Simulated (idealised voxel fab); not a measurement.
process module | voxel wiring stack
cross-section cut | 205 nm wide | cells 5 nm
A cross-section is a grid of square cells, given in bands from the top down. A band is one or more rows of cells.
Each band's line starts with the height of the band's top and of its bottom, in nm. Then come its materials from left to right, each with its width in nm. One material with "throughout" fills the band from edge to edge. "air" is empty space.
Height 0 is the level under which the wafer as received is all one material. The lowest band goes on downwards, as in "0 down".
A width such as "30 to 40" changes by the same amount from each row of cells to the next, from the band's top row to its bottom row.
"no change" after a step means that no cell of the cross-section changed.
closed voids: empty space of 8 cells or more with no open way to the top, each as width x height at its distance from the left edge, in nm
after a step's settings: what the simulator itself notes on the step
overlay nm, on a step with a mask: how far to the right of its planned place the mask lay; to the left if negative
plan
1 op RECEIVE | material Si
2 op CONFORMAL_DEP | material SiO2 | thk nm 15
3 op DIRECTIONAL_DEP | material TiN | thk nm 5
4 op DIRECTIONAL_DEP | material W | thk nm 20
5 op PATTERN | tone cover | mask id METAL_1 | material resist | width nm 30 | pitch nm 45 | thk nm 15 | overlay nm 0
6 op DIRECTIONAL_ETCH | etch materials W | depth nm 20
7 op DIRECTIONAL_ETCH | etch materials TiN | depth nm 5
8 op STRIP | etch materials resist
9 op FILL_DEP | material lowk | thk nm 10
10 op CMP | height nm 40
11 op CONFORMAL_DEP | material SiCN | thk nm 5
12 op DIRECTIONAL_DEP | material lowk | thk nm 15
13 op DIRECTIONAL_DEP | material aC | thk nm 15
14 op PATTERN | tone open | mask id PLUG_1 | material resist | width nm 15 | pitch nm 45 | thk nm 30 | overlay nm 0
15 op DIRECTIONAL_ETCH | etch materials aC | depth nm 15
16 op STRIP | etch materials resist
17 op DIRECTIONAL_ETCH | etch materials lowk | depth nm 15
18 op DIRECTIONAL_ETCH | etch materials SiCN | depth nm 5
19 op STRIP | etch materials aC
20 op EPI | material Ru | thk nm 10
21 op EPI | material Ru | thk nm 10
22 op DIRECTIONAL_DEP | material TiN | thk nm 5
23 op DIRECTIONAL_DEP | material Ru | thk nm 25
24 op PATTERN | tone cover | mask id METAL_2 | material resist | width nm 30 | pitch nm 45 | thk nm 15 | overlay nm 0
25 op DIRECTIONAL_ETCH | etch materials Ru | depth nm 25
26 op DIRECTIONAL_ETCH | etch materials TiN | depth nm 5
27 op STRIP | etch materials resist
28 op FILL_DEP | material SiO2 | thk nm 10
29 op CMP | height nm 90
30 op CONFORMAL_DEP | material SiCN | thk nm 5
31 op DIRECTIONAL_DEP | material SiO2 | thk nm 15
32 op DIRECTIONAL_DEP | material aC | thk nm 15
33 op PATTERN | tone open | mask id PLUG_2 | material resist | width nm 15 | pitch nm 90 | thk nm 35 | overlay nm 0
34 op DIRECTIONAL_ETCH | etch materials aC | depth nm 15
35 op STRIP | etch materials resist
36 op DIRECTIONAL_ETCH | etch materials SiO2 | depth nm 15
37 op DIRECTIONAL_ETCH | etch materials SiCN | depth nm 5
38 op STRIP | etch materials aC
39 op CONFORMAL_DEP | material TiN | thk nm 5
40 op FILL_DEP | material Ru | thk nm 5
41 op CMP | height nm 110
42 op DIRECTIONAL_DEP | material TiN | thk nm 5
43 op DIRECTIONAL_DEP | material Ru | thk nm 15
44 op MASKED_ETCH | tone cover | mask id METAL_3 | width nm 30 | pitch nm 45 | etch materials Ru | depth nm 15 | overlay nm 0
45 op MASKED_ETCH | tone cover | mask id METAL_3 | width nm 30 | pitch nm 45 | etch materials TiN | depth nm 5 | overlay nm 0
46 op CONFORMAL_DEP | material SiCN | thk nm 5
47 op FILL_DEP | material SiO2 | thk nm 5
48 op CMP | height nm 130
49 op CONFORMAL_DEP | material SiN | thk nm 5
first wafer, as planned
as received, after step 1
  0 down: Si throughout
  closed voids: none
after step 2
  15 to 0: SiO2 throughout
  below 0: unchanged
after step 3
  20 to 15: TiN throughout
  below 15: unchanged
after step 4
  40 to 20: W throughout
  below 20: unchanged
after step 5
  55 to 40: air 20 | resist 30 | air 15 | resist 30 | air 15 | resist 30 | air 15 | resist 30 | air 20
  below 40: unchanged
after step 6
  55 to 40: air 20 | resist 30 | air 15 | resist 30 | air 15 | resist 30 | air 15 | resist 30 | air 20
  40 to 20: air 20 | W 30 | air 15 | W 30 | air 15 | W 30 | air 15 | W 30 | air 20
  below 20: unchanged
after step 7
  55 to 40: air 20 | resist 30 | air 15 | resist 30 | air 15 | resist 30 | air 15 | resist 30 | air 20
  40 to 20: air 20 | W 30 | air 15 | W 30 | air 15 | W 30 | air 15 | W 30 | air 20
  20 to 15: air 20 | TiN 30 | air 15 | TiN 30 | air 15 | TiN 30 | air 15 | TiN 30 | air 20
  below 15: unchanged
after step 8
  40 to 20: air 20 | W 30 | air 15 | W 30 | air 15 | W 30 | air 15 | W 30 | air 20
  below 20: unchanged
after step 9
  50 to 40: lowk throughout
  40 to 20: lowk 20 | W 30 | lowk 15 | W 30 | lowk 15 | W 30 | lowk 15 | W 30 | lowk 20
  20 to 15: lowk 20 | TiN 30 | lowk 15 | TiN 30 | lowk 15 | TiN 30 | lowk 15 | TiN 30 | lowk 20
  below 15: unchanged
after step 10
  40 to 20: lowk 20 | W 30 | lowk 15 | W 30 | lowk 15 | W 30 | lowk 15 | W 30 | lowk 20
  below 20: unchanged
after step 11
  45 to 40: SiCN throughout
  below 40: unchanged
after step 12
  60 to 45: lowk throughout
  below 45: unchanged
after step 13
  75 to 60: aC throughout
  below 60: unchanged
after step 14
  105 to 75: resist 20 | air 15 | resist 30 | air 15 | resist 30 | air 15 | resist 30 | air 15 | resist 35
  below 75: unchanged
after step 15
  90 to 75: resist 20 | air 15 | resist 30 | air 15 | resist 30 | air 15 | resist 30 | air 15 | resist 35
  75 to 60: aC 20 | air 15 | aC 30 | air 15 | aC 30 | air 15 | aC 30 | air 15 | aC 35
  below 60: unchanged
after step 16
  75 to 60: aC 20 | air 15 | aC 30 | air 15 | aC 30 | air 15 | aC 30 | air 15 | aC 35
  below 60: unchanged
after step 17
  75 to 60: aC 20 | air 15 | aC 30 | air 15 | aC 30 | air 15 | aC 30 | air 15 | aC 35
  60 to 45: lowk 20 | air 15 | lowk 30 | air 15 | lowk 30 | air 15 | lowk 30 | air 15 | lowk 35
  below 45: unchanged
after step 18
  75 to 60: aC 20 | air 15 | aC 30 | air 15 | aC 30 | air 15 | aC 30 | air 15 | aC 35
  60 to 45: lowk 20 | air 15 | lowk 30 | air 15 | lowk 30 | air 15 | lowk 30 | air 15 | lowk 35
  45 to 40: SiCN 20 | air 15 | SiCN 30 | air 15 | SiCN 30 | air 15 | SiCN 30 | air 15 | SiCN 35
  below 40: unchanged
after step 19
  60 to 45: lowk 20 | air 15 | lowk 30 | air 15 | lowk 30 | air 15 | lowk 30 | air 15 | lowk 35
  below 45: unchanged
after step 20
  60 to 50: lowk 20 | air 15 | lowk 30 | air 15 | lowk 30 | air 15 | lowk 30 | air 15 | lowk 35
  50 to 45: lowk 20 | Ru 15 | lowk 30 | Ru 15 | lowk 30 | Ru 15 | lowk 30 | Ru 15 | lowk 35
  45 to 40: SiCN 20 | Ru 15 | SiCN 30 | Ru 15 | SiCN 30 | Ru 15 | SiCN 30 | Ru 15 | SiCN 35
  below 40: unchanged
after step 21
  60 to 45: lowk 20 | Ru 15 | lowk 30 | Ru 15 | lowk 30 | Ru 15 | lowk 30 | Ru 15 | lowk 35
  below 45: unchanged
after step 22
  65 to 60: TiN throughout
  below 60: unchanged
after step 23
  90 to 65: Ru throughout
  below 65: unchanged
after step 24
  105 to 90: air 20 | resist 30 | air 15 | resist 30 | air 15 | resist 30 | air 15 | resist 30 | air 20
  below 90: unchanged
after step 25
  105 to 90: air 20 | resist 30 | air 15 | resist 30 | air 15 | resist 30 | air 15 | resist 30 | air 20
  90 to 65: air 20 | Ru 30 | air 15 | Ru 30 | air 15 | Ru 30 | air 15 | Ru 30 | air 20
  below 65: unchanged
after step 26
  105 to 90: air 20 | resist 30 | air 15 | resist 30 | air 15 | resist 30 | air 15 | resist 30 | air 20
  90 to 65: air 20 | Ru 30 | air 15 | Ru 30 | air 15 | Ru 30 | air 15 | Ru 30 | air 20
  65 to 60: air 20 | TiN 30 | air 15 | TiN 30 | air 15 | TiN 30 | air 15 | TiN 30 | air 20
  below 60: unchanged
after step 27
  90 to 65: air 20 | Ru 30 | air 15 | Ru 30 | air 15 | Ru 30 | air 15 | Ru 30 | air 20
  below 65: unchanged
after step 28
  100 to 90: SiO2 throughout
  90 to 65: SiO2 20 | Ru 30 | SiO2 15 | Ru 30 | SiO2 15 | Ru 30 | SiO2 15 | Ru 30 | SiO2 20
  65 to 60: SiO2 20 | TiN 30 | SiO2 15 | TiN 30 | SiO2 15 | TiN 30 | SiO2 15 | TiN 30 | SiO2 20
  below 60: unchanged
after step 29
  90 to 65: SiO2 20 | Ru 30 | SiO2 15 | Ru 30 | SiO2 15 | Ru 30 | SiO2 15 | Ru 30 | SiO2 20
  below 65: unchanged
after step 30
  95 to 90: SiCN throughout
  below 90: unchanged
after step 31
  110 to 95: SiO2 throughout
  below 95: unchanged
after step 32
  125 to 110: aC throughout
  below 110: unchanged
after step 33
  160 to 125: resist 20 | air 15 | resist 75 | air 15 | resist 80
  below 125: unchanged
after step 34
  145 to 125: resist 20 | air 15 | resist 75 | air 15 | resist 80
  125 to 110: aC 20 | air 15 | aC 75 | air 15 | aC 80
  below 110: unchanged
after step 35
  125 to 110: aC 20 | air 15 | aC 75 | air 15 | aC 80
  below 110: unchanged
after step 36
  125 to 110: aC 20 | air 15 | aC 75 | air 15 | aC 80
  110 to 95: SiO2 20 | air 15 | SiO2 75 | air 15 | SiO2 80
  below 95: unchanged
after step 37
  125 to 110: aC 20 | air 15 | aC 75 | air 15 | aC 80
  110 to 95: SiO2 20 | air 15 | SiO2 75 | air 15 | SiO2 80
  95 to 90: SiCN 20 | air 15 | SiCN 75 | air 15 | SiCN 80
  below 90: unchanged
after step 38
  110 to 95: SiO2 20 | air 15 | SiO2 75 | air 15 | SiO2 80
  below 95: unchanged
after step 39
  115 to 110: TiN 25 | air 5 | TiN 85 | air 5 | TiN 85
  110 to 95: SiO2 20 | TiN 5 | air 5 | TiN 5 | SiO2 75 | TiN 5 | air 5 | TiN 5 | SiO2 80
  95 to 90: SiCN 20 | TiN 15 | SiCN 75 | TiN 15 | SiCN 80
  below 90: unchanged
after step 40
  120 to 115: Ru throughout
  115 to 110: TiN 25 | Ru 5 | TiN 85 | Ru 5 | TiN 85
  110 to 95: SiO2 20 | TiN 5 | Ru 5 | TiN 5 | SiO2 75 | TiN 5 | Ru 5 | TiN 5 | SiO2 80
  below 95: unchanged
after step 41
  110 to 95: SiO2 20 | TiN 5 | Ru 5 | TiN 5 | SiO2 75 | TiN 5 | Ru 5 | TiN 5 | SiO2 80
  below 95: unchanged
after step 42
  115 to 110: TiN throughout
  below 110: unchanged
after step 43
  130 to 115: Ru throughout
  below 115: unchanged
after step 44
  130 to 115: air 20 | Ru 30 | air 15 | Ru 30 | air 15 | Ru 30 | air 15 | Ru 30 | air 20
  below 115: unchanged
after step 45
  130 to 115: air 20 | Ru 30 | air 15 | Ru 30 | air 15 | Ru 30 | air 15 | Ru 30 | air 20
  115 to 110: air 20 | TiN 30 | air 15 | TiN 30 | air 15 | TiN 30 | air 15 | TiN 30 | air 20
  below 110: unchanged
after step 46
  135 to 130: air 15 | SiCN 40 | air 5 | SiCN 40 | air 5 | SiCN 40 | air 5 | SiCN 40 | air 15
  130 to 115: air 15 | SiCN 5 | Ru 30 | SiCN 5 | air 5 | SiCN 5 | Ru 30 | SiCN 5 | air 5 | SiCN 5 | Ru 30 | SiCN 5 | air 5 | SiCN 5 | Ru 30 | SiCN 5 | air 15
  115 to 110: SiCN 20 | TiN 30 | SiCN 15 | TiN 30 | SiCN 15 | TiN 30 | SiCN 15 | TiN 30 | SiCN 20
  below 110: unchanged
after step 47
  140 to 135: SiO2 throughout
  135 to 130: SiO2 15 | SiCN 40 | SiO2 5 | SiCN 40 | SiO2 5 | SiCN 40 | SiO2 5 | SiCN 40 | SiO2 15
  130 to 115: SiO2 15 | SiCN 5 | Ru 30 | SiCN 5 | SiO2 5 | SiCN 5 | Ru 30 | SiCN 5 | SiO2 5 | SiCN 5 | Ru 30 | SiCN 5 | SiO2 5 | SiCN 5 | Ru 30 | SiCN 5 | SiO2 15
  below 115: unchanged
after step 48
  130 to 115: SiO2 15 | SiCN 5 | Ru 30 | SiCN 5 | SiO2 5 | SiCN 5 | Ru 30 | SiCN 5 | SiO2 5 | SiCN 5 | Ru 30 | SiCN 5 | SiO2 5 | SiCN 5 | Ru 30 | SiCN 5 | SiO2 15
  below 115: unchanged
after step 49
  135 to 130: SiN throughout
  below 130: unchanged
second wafer: like start, like plan, one mistake. Through step 2 it matches the first wafer
when step 3 should have ended: no change
when step 4 should have ended
  35 to 15: W throughout
  below 15: unchanged
when step 5 should have ended
  50 to 35: air 20 | resist 30 | air 15 | resist 30 | air 15 | resist 30 | air 15 | resist 30 | air 20
  below 35: unchanged
when step 6 should have ended
  50 to 35: air 20 | resist 30 | air 15 | resist 30 | air 15 | resist 30 | air 15 | resist 30 | air 20
  35 to 15: air 20 | W 30 | air 15 | W 30 | air 15 | W 30 | air 15 | W 30 | air 20
  below 15: unchanged
when step 7 should have ended: no change
when step 8 should have ended
  35 to 15: air 20 | W 30 | air 15 | W 30 | air 15 | W 30 | air 15 | W 30 | air 20
  below 15: unchanged
when step 9 should have ended
  45 to 35: lowk throughout
  35 to 15: lowk 20 | W 30 | lowk 15 | W 30 | lowk 15 | W 30 | lowk 15 | W 30 | lowk 20
  below 15: unchanged
when step 10 should have ended
  40 to 35: lowk throughout
  below 35: unchanged
when step 11 should have ended
  45 to 40: SiCN throughout
  below 40: unchanged
when step 12 should have ended
  60 to 45: lowk throughout
  below 45: unchanged
when step 13 should have ended
  75 to 60: aC throughout
  below 60: unchanged
when step 14 should have ended
  105 to 75: resist 20 | air 15 | resist 30 | air 15 | resist 30 | air 15 | resist 30 | air 15 | resist 35
  below 75: unchanged
when step 15 should have ended
  90 to 75: resist 20 | air 15 | resist 30 | air 15 | resist 30 | air 15 | resist 30 | air 15 | resist 35
  75 to 60: aC 20 | air 15 | aC 30 | air 15 | aC 30 | air 15 | aC 30 | air 15 | aC 35
  below 60: unchanged
when step 16 should have ended
  75 to 60: aC 20 | air 15 | aC 30 | air 15 | aC 30 | air 15 | aC 30 | air 15 | aC 35
  below 60: unchanged
when step 17 should have ended
  75 to 60: aC 20 | air 15 | aC 30 | air 15 | aC 30 | air 15 | aC 30 | air 15 | aC 35
  60 to 45: lowk 20 | air 15 | lowk 30 | air 15 | lowk 30 | air 15 | lowk 30 | air 15 | lowk 35
  below 45: unchanged
when step 18 should have ended
  75 to 60: aC 20 | air 15 | aC 30 | air 15 | aC 30 | air 15 | aC 30 | air 15 | aC 35
  60 to 45: lowk 20 | air 15 | lowk 30 | air 15 | lowk 30 | air 15 | lowk 30 | air 15 | lowk 35
  45 to 40: SiCN 20 | air 15 | SiCN 30 | air 15 | SiCN 30 | air 15 | SiCN 30 | air 15 | SiCN 35
  below 40: unchanged
when step 19 should have ended
  60 to 45: lowk 20 | air 15 | lowk 30 | air 15 | lowk 30 | air 15 | lowk 30 | air 15 | lowk 35
  below 45: unchanged
when step 20 should have ended: no change
when step 21 should have ended: no change
when step 22 should have ended
  65 to 60: TiN 20 | air 15 | TiN 30 | air 15 | TiN 30 | air 15 | TiN 30 | air 15 | TiN 35
  60 to 45: lowk 20 | air 15 | lowk 30 | air 15 | lowk 30 | air 15 | lowk 30 | air 15 | lowk 35
  45 to 40: SiCN 20 | TiN 15 | SiCN 30 | TiN 15 | SiCN 30 | TiN 15 | SiCN 30 | TiN 15 | SiCN 35
  below 40: unchanged
when step 23 should have ended
  90 to 70: Ru 20 | air 15 | Ru 30 | air 15 | Ru 30 | air 15 | Ru 30 | air 15 | Ru 35
  70 to 65: Ru throughout
  65 to 60: TiN 20 | Ru 15 | TiN 30 | Ru 15 | TiN 30 | Ru 15 | TiN 30 | Ru 15 | TiN 35
  60 to 45: lowk 20 | Ru 15 | lowk 30 | Ru 15 | lowk 30 | Ru 15 | lowk 30 | Ru 15 | lowk 35
  below 45: unchanged
when step 24 should have ended
  105 to 90: air 20 | resist 30 | air 15 | resist 30 | air 15 | resist 30 | air 15 | resist 30 | air 20
  90 to 70: Ru 20 | resist 15 | Ru 30 | resist 15 | Ru 30 | resist 15 | Ru 30 | resist 15 | Ru 35
  below 70: unchanged
when step 25 should have ended
  105 to 90: air 20 | resist 30 | air 15 | resist 30 | air 15 | resist 30 | air 15 | resist 30 | air 20
  90 to 70: air 20 | resist 15 | Ru 15 | air 15 | resist 15 | Ru 15 | air 15 | resist 15 | Ru 15 | air 15 | resist 15 | Ru 15 | air 20
  70 to 65: air 20 | Ru 30 | air 15 | Ru 30 | air 15 | Ru 30 | air 15 | Ru 30 | air 20
  below 65: unchanged
when step 26 should have ended
  105 to 90: air 20 | resist 30 | air 15 | resist 30 | air 15 | resist 30 | air 15 | resist 30 | air 20
  90 to 70: air 20 | resist 15 | Ru 15 | air 15 | resist 15 | Ru 15 | air 15 | resist 15 | Ru 15 | air 15 | resist 15 | Ru 15 | air 20
  70 to 65: air 20 | Ru 30 | air 15 | Ru 30 | air 15 | Ru 30 | air 15 | Ru 30 | air 20
  65 to 60: air 20 | Ru 15 | TiN 15 | air 15 | Ru 15 | TiN 15 | air 15 | Ru 15 | TiN 15 | air 15 | Ru 15 | TiN 15 | air 20
  below 60: unchanged
when step 27 should have ended
  90 to 70: air 35 | Ru 15 | air 30 | Ru 15 | air 30 | Ru 15 | air 30 | Ru 15 | air 20
  below 70: unchanged
when step 28 should have ended
  100 to 90: SiO2 throughout
  90 to 70: SiO2 35 | Ru 15 | SiO2 30 | Ru 15 | SiO2 30 | Ru 15 | SiO2 30 | Ru 15 | SiO2 20
  70 to 65: SiO2 20 | Ru 30 | SiO2 15 | Ru 30 | SiO2 15 | Ru 30 | SiO2 15 | Ru 30 | SiO2 20
  65 to 60: SiO2 20 | Ru 15 | TiN 15 | SiO2 15 | Ru 15 | TiN 15 | SiO2 15 | Ru 15 | TiN 15 | SiO2 15 | Ru 15 | TiN 15 | SiO2 20
  below 60: unchanged
when step 29 should have ended
  90 to 70: SiO2 35 | Ru 15 | SiO2 30 | Ru 15 | SiO2 30 | Ru 15 | SiO2 30 | Ru 15 | SiO2 20
  below 70: unchanged
when step 30 should have ended
  95 to 90: SiCN throughout
  below 90: unchanged
when step 31 should have ended
  110 to 95: SiO2 throughout
  below 95: unchanged
when step 32 should have ended
  125 to 110: aC throughout
  below 110: unchanged
when step 33 should have ended
  160 to 125: resist 20 | air 15 | resist 75 | air 15 | resist 80
  below 125: unchanged
when step 34 should have ended
  145 to 125: resist 20 | air 15 | resist 75 | air 15 | resist 80
  125 to 110: aC 20 | air 15 | aC 75 | air 15 | aC 80
  below 110: unchanged
when step 35 should have ended
  125 to 110: aC 20 | air 15 | aC 75 | air 15 | aC 80
  below 110: unchanged
when step 36 should have ended
  125 to 110: aC 20 | air 15 | aC 75 | air 15 | aC 80
  110 to 95: SiO2 20 | air 15 | SiO2 75 | air 15 | SiO2 80
  below 95: unchanged
when step 37 should have ended
  125 to 110: aC 20 | air 15 | aC 75 | air 15 | aC 80
  110 to 95: SiO2 20 | air 15 | SiO2 75 | air 15 | SiO2 80
  95 to 90: SiCN 20 | air 15 | SiCN 75 | air 15 | SiCN 80
  below 90: unchanged
when step 38 should have ended
  110 to 95: SiO2 20 | air 15 | SiO2 75 | air 15 | SiO2 80
  below 95: unchanged
when step 39 should have ended
  115 to 110: TiN 25 | air 5 | TiN 85 | air 5 | TiN 85
  110 to 95: SiO2 20 | TiN 5 | air 5 | TiN 5 | SiO2 75 | TiN 5 | air 5 | TiN 5 | SiO2 80
  95 to 90: SiCN 20 | TiN 15 | SiCN 75 | TiN 15 | SiCN 80
  below 90: unchanged
when step 40 should have ended
  120 to 115: Ru throughout
  115 to 110: TiN 25 | Ru 5 | TiN 85 | Ru 5 | TiN 85
  110 to 95: SiO2 20 | TiN 5 | Ru 5 | TiN 5 | SiO2 75 | TiN 5 | Ru 5 | TiN 5 | SiO2 80
  below 95: unchanged
when step 41 should have ended
  110 to 95: SiO2 20 | TiN 5 | Ru 5 | TiN 5 | SiO2 75 | TiN 5 | Ru 5 | TiN 5 | SiO2 80
  below 95: unchanged
when step 42 should have ended
  115 to 110: TiN throughout
  below 110: unchanged
when step 43 should have ended
  130 to 115: Ru throughout
  below 115: unchanged
when step 44 should have ended
  130 to 115: air 20 | Ru 30 | air 15 | Ru 30 | air 15 | Ru 30 | air 15 | Ru 30 | air 20
  below 115: unchanged
when step 45 should have ended
  130 to 115: air 20 | Ru 30 | air 15 | Ru 30 | air 15 | Ru 30 | air 15 | Ru 30 | air 20
  115 to 110: air 20 | TiN 30 | air 15 | TiN 30 | air 15 | TiN 30 | air 15 | TiN 30 | air 20
  below 110: unchanged
when step 46 should have ended
  135 to 130: air 15 | SiCN 40 | air 5 | SiCN 40 | air 5 | SiCN 40 | air 5 | SiCN 40 | air 15
  130 to 115: air 15 | SiCN 5 | Ru 30 | SiCN 5 | air 5 | SiCN 5 | Ru 30 | SiCN 5 | air 5 | SiCN 5 | Ru 30 | SiCN 5 | air 5 | SiCN 5 | Ru 30 | SiCN 5 | air 15
  115 to 110: SiCN 20 | TiN 30 | SiCN 15 | TiN 30 | SiCN 15 | TiN 30 | SiCN 15 | TiN 30 | SiCN 20
  below 110: unchanged
when step 47 should have ended
  140 to 135: SiO2 throughout
  135 to 130: SiO2 15 | SiCN 40 | SiO2 5 | SiCN 40 | SiO2 5 | SiCN 40 | SiO2 5 | SiCN 40 | SiO2 15
  130 to 115: SiO2 15 | SiCN 5 | Ru 30 | SiCN 5 | SiO2 5 | SiCN 5 | Ru 30 | SiCN 5 | SiO2 5 | SiCN 5 | Ru 30 | SiCN 5 | SiO2 5 | SiCN 5 | Ru 30 | SiCN 5 | SiO2 15
  below 115: unchanged
when step 48 should have ended
  130 to 115: SiO2 15 | SiCN 5 | Ru 30 | SiCN 5 | SiO2 5 | SiCN 5 | Ru 30 | SiCN 5 | SiO2 5 | SiCN 5 | Ru 30 | SiCN 5 | SiO2 5 | SiCN 5 | Ru 30 | SiCN 5 | SiO2 15
  below 115: unchanged
when step 49 should have ended
  135 to 130: SiN throughout
  below 130: unchanged
what went wrong: step 3 was left out
at the end the second wafer has, in cells: 48 fewer of Ru | 48 more of SiO2 | 24 fewer of TiN | 24 more of lowk
